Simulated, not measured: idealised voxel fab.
The following is a process module called voxel plated lines.
Cross-section cut: width 235 nm, square cells of 5 nm.
A cross-section is written here as square cells arranged in a grid, and it is given in bands from the top down, each band taking up one or more rows of cells. Band: top height; bottom height; in nm. Then, left to right: material with width in nm, for each material. "throughout": a single material spanning edge to edge. "air": empty space. A quick word on heights: they are counted from 0, and under that level the wafer as it came to us is one material throughout. The lowest band is different from the rest in having no bottom; it simply continues downward, written as in "0 down". With a width like "30->40", each row of cells in the band differs from the next by the same amount, the top row carrying the first number and the bottom row the second. Where a step carries "changes: none", the cross-section came out of it unchanged, cell for cell. "Unvented cavities": empty spaces of 8 cells or more with no open way to the top, each given as width x height at distance, distance from the left edge, all in nm. Read whatever lies past the settings on a step's line as the simulator's own remark about the step. The line of a step may include "overlay nm". On a step with a mask, this value is how far to the right of its planned place the mask lay. A negative value means the mask lay to the left.
[Listed below are the process steps as planned]
1 RECEIVE,material Si
2 CONFORMAL_DEP,material Al2O3,thk nm 5
3 DIRECTIONAL_DEP,material TiN,thk nm 5
4 PATTERN,tone open,mask id LINES,material resist,width nm 25,pitch nm 55,thk nm 30,overlay nm 0
5 EPI,material Ru,thk nm 5
6 EPI,material Ru,thk nm 5
7 STRIP,etch materials resist
8 DIRECTIONAL_ETCH,etch materials TiN,depth nm 5
9 CONFORMAL_DEP,material SiN,thk nm 10
[As received (post step 1): cross-section]
  0 down: Si throughout
  Unvented cavities: none
[First of two wafers, end-of-module section, run followed plan]
  30 to 20: 10 of air, then 45 of SiN, then 10 of air, then 45 of SiN, then 10 of air, then 45 of SiN, then 10 of air, then 45 of SiN, then 15 of air
  20 to 15: 10 of air, then 10 of SiN, then 25 of Ru, then 10 of SiN, then 10 of air, then 10 of SiN, then 25 of Ru, then 10 of SiN, then 10 of air, then 10 of SiN, then 25 of Ru, then 10 of SiN, then 10 of air, then 10 of SiN, then 25 of Ru, then 10 of SiN, then 15 of air
  15 to 10: 20 of SiN, then 25 of Ru, then 30 of SiN, then 25 of Ru, then 30 of SiN, then 25 of Ru, then 30 of SiN, then 25 of Ru, then 25 of SiN
  10 to 5: 20 of SiN, then 25 of TiN, then 30 of SiN, then 25 of TiN, then 30 of SiN, then 25 of TiN, then 30 of SiN, then 25 of TiN, then 25 of SiN
  5 to 0: Al2O3 throughout
  0 down: Si throughout
  Unvented cavities: none
[Cross-sectional view: second of two wafers, end of module; start and plan identical to the first, one mistake in running]
  30 to 20: 30 of SiN, then 5 of air, then 50 of SiN, then 5 of air, then 50 of SiN, then 5 of air, then 50 of SiN, then 5 of air, then 35 of SiN
  20 to 15: 20 of Ru, then 10 of SiN, then 5 of air, then 10 of SiN, then 30 of Ru, then 10 of SiN, then 5 of air, then 10 of SiN, then 30 of Ru, then 10 of SiN, then 5 of air, then 10 of SiN, then 30 of Ru, then 10 of SiN, then 5 of air, then 10 of SiN, then 25 of Ru
  15 to 10: 20 of Ru, then 25 of SiN, then 30 of Ru, then 25 of SiN, then 30 of Ru, then 25 of SiN, then 30 of Ru, then 25 of SiN, then 25 of Ru
  10 to 5: 20 of TiN, then 25 of SiN, then 30 of TiN, then 25 of SiN, then 30 of TiN, then 25 of SiN, then 30 of TiN, then 25 of SiN, then 25 of TiN
  5 to 0: Al2O3 throughout
  0 down: Si throughout
  Unvented cavities: none
So what did we get wrong on this run? step 4 off recipe, ran as PATTERN,tone cover,mask id LINES,material resist,width nm 25,pitch nm 55,thk nm 30,overlay nm 0
Final wafer comparison in cells, second versus first, more or fewer per material: 14 more of Ru; 7 more of TiN
